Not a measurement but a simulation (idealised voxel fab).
Documented hereafter: the process module known as voxel gate over fins.
Each square cell in cross-section cut measures 5 nm, and the section as a whole is 205 nm wide.
When this document writes out a cross-section, it uses a grid of square cells and lists it as bands, beginning at the top and moving down, with a band standing for one or more rows of cells.
It is stipulated that each band's entry specify, in nanometres, the height of the top of the band and then that of its bottom, followed by the materials of the band in left-to-right sequence, each together with its width in nanometres. A single material marked by the word "all across" is understood to fill the band from edge to edge; the word "blank" is understood to denote empty space.
The reference from which all heights are counted is 0, the level beneath which the as-received wafer is entirely one material; the lowest band, having no lower bound, proceeds downward and is written after the example "z 0 and below".
Read "30->40" as a graded width: first number on top, second number at the bottom, same change between each pair of neighbouring rows.
"stayed the same", as given for a step, is the statement that not any cell of the cross-section underwent a change during that step.
Heads up: "Closed cavity list" only lists the empty pockets with no open path to the top that are 8 cells or more, and it writes them as width x height at distance, distance from the left edge, in nm.
Text after the settings on a step's line: the simulator's own remark on that step.
What "overlay nm" on a step's line means: if the step has a mask, that mask lay this far to the right of its planned place, or, when the value is negative, to the left.

### Intended process steps
1 RECEIVE,material Si
2 CONFORMAL_DEP,material SiN,thk nm 5
3 MASKED_ETCH,tone cover,mask id FINS,width nm 15,pitch nm 55,etch materials SiN,depth nm 5,overlay nm 0
4 MASKED_ETCH,tone cover,mask id FINS,width nm 15,pitch nm 55,etch materials Si,depth nm 35,overlay nm 0
5 OXIDIZE,depth nm 5
6 FILL_DEP,material SiO2,thk nm 10
7 CMP,height nm 5
8 DIRECTIONAL_DEP,material aC,thk nm 15
9 PATTERN,tone open,mask id RAIL,material resist,width nm 15,thk nm 35,overlay nm 0
10 DIRECTIONAL_ETCH,etch materials aC,depth nm 15
11 STRIP,etch materials resist
12 DIRECTIONAL_ETCH,etch materials SiO2,depth nm 35
13 STRIP,etch materials aC
14 CONFORMAL_DEP,material TiN,thk nm 5
15 FILL_DEP,material Ru,thk nm 5
16 CMP,height nm 5
17 SELECTIVE_ETCH,etch materials W Ru TiN,depth nm 30
18 FILL_DEP,material SiO2,thk nm 5
19 CMP,height nm 5
20 SELECTIVE_ETCH,etch materials SiO2,depth nm 20
21 STRIP,etch materials SiN
22 CONFORMAL_DEP,material HfO2,thk nm 5
23 CONFORMAL_DEP,material TiN,thk nm 5
24 FILL_DEP,material W,thk nm 15
25 CMP,height nm 20
26 CONFORMAL_DEP,material SiCN,thk nm 5

### The following pertains to the first of two wafers, which was processed as planned

### as received, after step 1
- z 0 and below | Si all across
- Closed cavity list: none

### Wafer section view after processing step 2
- z 5 to 0 | SiN all across
- Whatever lies below 0 is exactly as it was before.

### Wafer section view after processing step 3
- z 5 to 0 | 40 blank / 15 SiN / 40 blank / 15 SiN / 40 blank / 15 SiN / 40 blank
- Whatever lies below 0 is exactly as it was before.

### Wafer section view after processing step 4
- z 5 to 0 | 40 blank / 15 SiN / 40 blank / 15 SiN / 40 blank / 15 SiN / 40 blank
- z 0 to -35 | 40 blank / 15 Si / 40 blank / 15 Si / 40 blank / 15 Si / 40 blank
- Whatever lies below -35 is exactly as it was before.

### Wafer section view after processing step 5
- z 5 to 0 | 40 blank / 15 SiN / 40 blank / 15 SiN / 40 blank / 15 SiN / 40 blank
- z 0 to -35 | 40 blank / 5 SiO2 / 5 Si / 5 SiO2 / 40 blank / 5 SiO2 / 5 Si / 5 SiO2 / 40 blank / 5 SiO2 / 5 Si / 5 SiO2 / 40 blank
- z -35 to -40 | 45 SiO2 / 5 Si / 50 SiO2 / 5 Si / 50 SiO2 / 5 Si / 45 SiO2
- Whatever lies below -40 is exactly as it was before.

### Wafer section view after processing step 6
- z 15 to 5 | SiO2 all across
- z 5 to 0 | 40 SiO2 / 15 SiN / 40 SiO2 / 15 SiN / 40 SiO2 / 15 SiN / 40 SiO2
- z 0 to -40 | 45 SiO2 / 5 Si / 50 SiO2 / 5 Si / 50 SiO2 / 5 Si / 45 SiO2
- Whatever lies below -40 is exactly as it was before.

### Wafer section view after processing step 7
- z 5 to 0 | 40 SiO2 / 15 SiN / 40 SiO2 / 15 SiN / 40 SiO2 / 15 SiN / 40 SiO2
- Whatever lies below 0 is exactly as it was before.

### Wafer section view after processing step 8
- z 20 to 5 | aC all across
- Whatever lies below 5 is exactly as it was before.

### Wafer section view after processing step 9
- z 55 to 20 | 65 resist / 15 blank / 125 resist
- Whatever lies below 20 is exactly as it was before.

### Wafer section view after processing step 10
- z 40 to 20 | 65 resist / 15 blank / 125 resist
- z 20 to 5 | 65 aC / 15 blank / 125 aC
- Whatever lies below 5 is exactly as it was before.

### Wafer section view after processing step 11
- z 20 to 5 | 65 aC / 15 blank / 125 aC
- Whatever lies below 5 is exactly as it was before.

### Wafer section view after processing step 12
- z 20 to 5 | 65 aC / 15 blank / 125 aC
- z 5 to 0 | 40 SiO2 / 15 SiN / 10 SiO2 / 15 blank / 15 SiO2 / 15 SiN / 40 SiO2 / 15 SiN / 40 SiO2
- z 0 to -30 | 45 SiO2 / 5 Si / 15 SiO2 / 15 blank / 20 SiO2 / 5 Si / 50 SiO2 / 5 Si / 45 SiO2
- Whatever lies below -30 is exactly as it was before.

### Wafer section view after processing step 13
- z 5 to 0 | 40 SiO2 / 15 SiN / 10 SiO2 / 15 blank / 15 SiO2 / 15 SiN / 40 SiO2 / 15 SiN / 40 SiO2
- Whatever lies below 0 is exactly as it was before.

### Wafer section view after processing step 14
- z 10 to 5 | 70 TiN / 5 blank / 130 TiN
- z 5 to 0 | 40 SiO2 / 15 SiN / 10 SiO2 / 5 TiN / 5 blank / 5 TiN / 15 SiO2 / 15 SiN / 40 SiO2 / 15 SiN / 40 SiO2
- z 0 to -25 | 45 SiO2 / 5 Si / 15 SiO2 / 5 TiN / 5 blank / 5 TiN / 20 SiO2 / 5 Si / 50 SiO2 / 5 Si / 45 SiO2
- z -25 to -30 | 45 SiO2 / 5 Si / 15 SiO2 / 15 TiN / 20 SiO2 / 5 Si / 50 SiO2 / 5 Si / 45 SiO2
- Whatever lies below -30 is exactly as it was before.

### Wafer section view after processing step 15
- z 15 to 10 | Ru all across
- z 10 to 5 | 70 TiN / 5 Ru / 130 TiN
- z 5 to 0 | 40 SiO2 / 15 SiN / 10 SiO2 / 5 TiN / 5 Ru / 5 TiN / 15 SiO2 / 15 SiN / 40 SiO2 / 15 SiN / 40 SiO2
- z 0 to -25 | 45 SiO2 / 5 Si / 15 SiO2 / 5 TiN / 5 Ru / 5 TiN / 20 SiO2 / 5 Si / 50 SiO2 / 5 Si / 45 SiO2
- Whatever lies below -25 is exactly as it was before.

### Wafer section view after processing step 16
- z 5 to 0 | 40 SiO2 / 15 SiN / 10 SiO2 / 5 TiN / 5 Ru / 5 TiN / 15 SiO2 / 15 SiN / 40 SiO2 / 15 SiN / 40 SiO2
- Whatever lies below 0 is exactly as it was before.

### Wafer section view after processing step 17
- z 5 to 0 | 40 SiO2 / 15 SiN / 10 SiO2 / 15 blank / 15 SiO2 / 15 SiN / 40 SiO2 / 15 SiN / 40 SiO2
- z 0 to -25 | 45 SiO2 / 5 Si / 15 SiO2 / 15 blank / 20 SiO2 / 5 Si / 50 SiO2 / 5 Si / 45 SiO2
- Whatever lies below -25 is exactly as it was before.

### Wafer section view after processing step 18
- z 10 to 5 | SiO2 all across
- z 5 to 0 | 40 SiO2 / 15 SiN / 40 SiO2 / 15 SiN / 40 SiO2 / 15 SiN / 40 SiO2
- z 0 to -25 | 45 SiO2 / 5 Si / 50 SiO2 / 5 Si / 50 SiO2 / 5 Si / 45 SiO2
- Whatever lies below -25 is exactly as it was before.

### Wafer section view after processing step 19
- z 5 to 0 | 40 SiO2 / 15 SiN / 40 SiO2 / 15 SiN / 40 SiO2 / 15 SiN / 40 SiO2
- Whatever lies below 0 is exactly as it was before.

### Wafer section view after processing step 20
- z 5 to 0 | 40 blank / 15 SiN / 40 blank / 15 SiN / 40 blank / 15 SiN / 40 blank
- z 0 to -15 | 45 blank / 5 Si / 50 blank / 5 Si / 50 blank / 5 Si / 45 blank
- Whatever lies below -15 is exactly as it was before.

### Wafer section view after processing step 21
- z 0 to -15 | 45 blank / 5 Si / 50 blank / 5 Si / 50 blank / 5 Si / 45 blank
- Whatever lies below -15 is exactly as it was before.

### Wafer section view after processing step 22
- z 5 to 0 | 40 blank / 15 HfO2 / 40 blank / 15 HfO2 / 40 blank / 15 HfO2 / 40 blank
- z 0 to -10 | 40 blank / 5 HfO2 / 5 Si / 5 HfO2 / 40 blank / 5 HfO2 / 5 Si / 5 HfO2 / 40 blank / 5 HfO2 / 5 Si / 5 HfO2 / 40 blank
- z -10 to -15 | 45 HfO2 / 5 Si / 50 HfO2 / 5 Si / 50 HfO2 / 5 Si / 45 HfO2
- Whatever lies below -15 is exactly as it was before.

### Wafer section view after processing step 23
- z 10 to 5 | 35 blank / 25 TiN / 30 blank / 25 TiN / 30 blank / 25 TiN / 35 blank
- z 5 to 0 | 35 blank / 5 TiN / 15 HfO2 / 5 TiN / 30 blank / 5 TiN / 15 HfO2 / 5 TiN / 30 blank / 5 TiN / 15 HfO2 / 5 TiN / 35 blank
- z 0 to -5 | 35 blank / 5 TiN / 5 HfO2 / 5 Si / 5 HfO2 / 5 TiN / 30 blank / 5 TiN / 5 HfO2 / 5 Si / 5 HfO2 / 5 TiN / 30 blank / 5 TiN / 5 HfO2 / 5 Si / 5 HfO2 / 5 TiN / 35 blank
- z -5 to -10 | 40 TiN / 5 HfO2 / 5 Si / 5 HfO2 / 40 TiN / 5 HfO2 / 5 Si / 5 HfO2 / 40 TiN / 5 HfO2 / 5 Si / 5 HfO2 / 40 TiN
- Whatever lies below -10 is exactly as it was before.

### Wafer section view after processing step 24
- z 25 to 10 | W all across
- z 10 to 5 | 35 W / 25 TiN / 30 W / 25 TiN / 30 W / 25 TiN / 35 W
- z 5 to 0 | 35 W / 5 TiN / 15 HfO2 / 5 TiN / 30 W / 5 TiN / 15 HfO2 / 5 TiN / 30 W / 5 TiN / 15 HfO2 / 5 TiN / 35 W
- z 0 to -5 | 35 W / 5 TiN / 5 HfO2 / 5 Si / 5 HfO2 / 5 TiN / 30 W / 5 TiN / 5 HfO2 / 5 Si / 5 HfO2 / 5 TiN / 30 W / 5 TiN / 5 HfO2 / 5 Si / 5 HfO2 / 5 TiN / 35 W
- Whatever lies below -5 is exactly as it was before.

### Wafer section view after processing step 25
- z 20 to 10 | W all across
- Whatever lies below 10 is exactly as it was before.

### Wafer section view after processing step 26
- z 25 to 20 | SiCN all across
- Whatever lies below 20 is exactly as it was before.

### The second wafer: identical to the first at the outset and in its planned sequence, differing only in that one mistake was made during processing; up to and including step 19, its path is the first wafer's path

### Cross-section of the second wafer at the time step 20 of the plan should have ended
- z 5 to 0 | 40 blank / 15 SiN / 40 blank / 15 SiN / 40 blank / 15 SiN / 40 blank
- z 0 to -25 | 45 blank / 5 Si / 50 blank / 5 Si / 50 blank / 5 Si / 45 blank
- Whatever lies below -25 is exactly as it was before.

### Cross-section of the second wafer at the time step 21 of the plan should have ended
- z 0 to -25 | 45 blank / 5 Si / 50 blank / 5 Si / 50 blank / 5 Si / 45 blank
- Whatever lies below -25 is exactly as it was before.

### Cross-section of the second wafer at the time step 22 of the plan should have ended
- z 5 to 0 | 40 blank / 15 HfO2 / 40 blank / 15 HfO2 / 40 blank / 15 HfO2 / 40 blank
- z 0 to -20 | 40 blank / 5 HfO2 / 5 Si / 5 HfO2 / 40 blank / 5 HfO2 / 5 Si / 5 HfO2 / 40 blank / 5 HfO2 / 5 Si / 5 HfO2 / 40 blank
- z -20 to -25 | 45 HfO2 / 5 Si / 50 HfO2 / 5 Si / 50 HfO2 / 5 Si / 45 HfO2
- Whatever lies below -25 is exactly as it was before.

### Cross-section of the second wafer at the time step 23 of the plan should have ended
- z 10 to 5 | 35 blank / 25 TiN / 30 blank / 25 TiN / 30 blank / 25 TiN / 35 blank
- z 5 to 0 | 35 blank / 5 TiN / 15 HfO2 / 5 TiN / 30 blank / 5 TiN / 15 HfO2 / 5 TiN / 30 blank / 5 TiN / 15 HfO2 / 5 TiN / 35 blank
- z 0 to -15 | 35 blank / 5 TiN / 5 HfO2 / 5 Si / 5 HfO2 / 5 TiN / 30 blank / 5 TiN / 5 HfO2 / 5 Si / 5 HfO2 / 5 TiN / 30 blank / 5 TiN / 5 HfO2 / 5 Si / 5 HfO2 / 5 TiN / 35 blank
- z -15 to -20 | 40 TiN / 5 HfO2 / 5 Si / 5 HfO2 / 40 TiN / 5 HfO2 / 5 Si / 5 HfO2 / 40 TiN / 5 HfO2 / 5 Si / 5 HfO2 / 40 TiN
- Whatever lies below -20 is exactly as it was before.

### Cross-section of the second wafer at the time step 24 of the plan should have ended
- z 25 to 10 | W all across
- z 10 to 5 | 35 W / 25 TiN / 30 W / 25 TiN / 30 W / 25 TiN / 35 W
- z 5 to 0 | 35 W / 5 TiN / 15 HfO2 / 5 TiN / 30 W / 5 TiN / 15 HfO2 / 5 TiN / 30 W / 5 TiN / 15 HfO2 / 5 TiN / 35 W
- z 0 to -15 | 35 W / 5 TiN / 5 HfO2 / 5 Si / 5 HfO2 / 5 TiN / 30 W / 5 TiN / 5 HfO2 / 5 Si / 5 HfO2 / 5 TiN / 30 W / 5 TiN / 5 HfO2 / 5 Si / 5 HfO2 / 5 TiN / 35 W
- Whatever lies below -15 is exactly as it was before.

### Cross-section of the second wafer at the time step 25 of the plan should have ended
- z 20 to 10 | W all across
- Whatever lies below 10 is exactly as it was before.

### Cross-section of the second wafer at the time step 26 of the plan should have ended
- z 25 to 20 | SiCN all across
- Whatever lies below 20 is exactly as it was before.
What was done differently from what was planned? step 20 did not use the planned setting and instead ran as SELECTIVE_ETCH,etch materials SiO2,depth nm 30
Final tally in cells, some materials are higher or lower on the second wafer than on the first: 12 more of HfO2, 76 fewer of SiO2, 12 more of TiN, 52 more of W
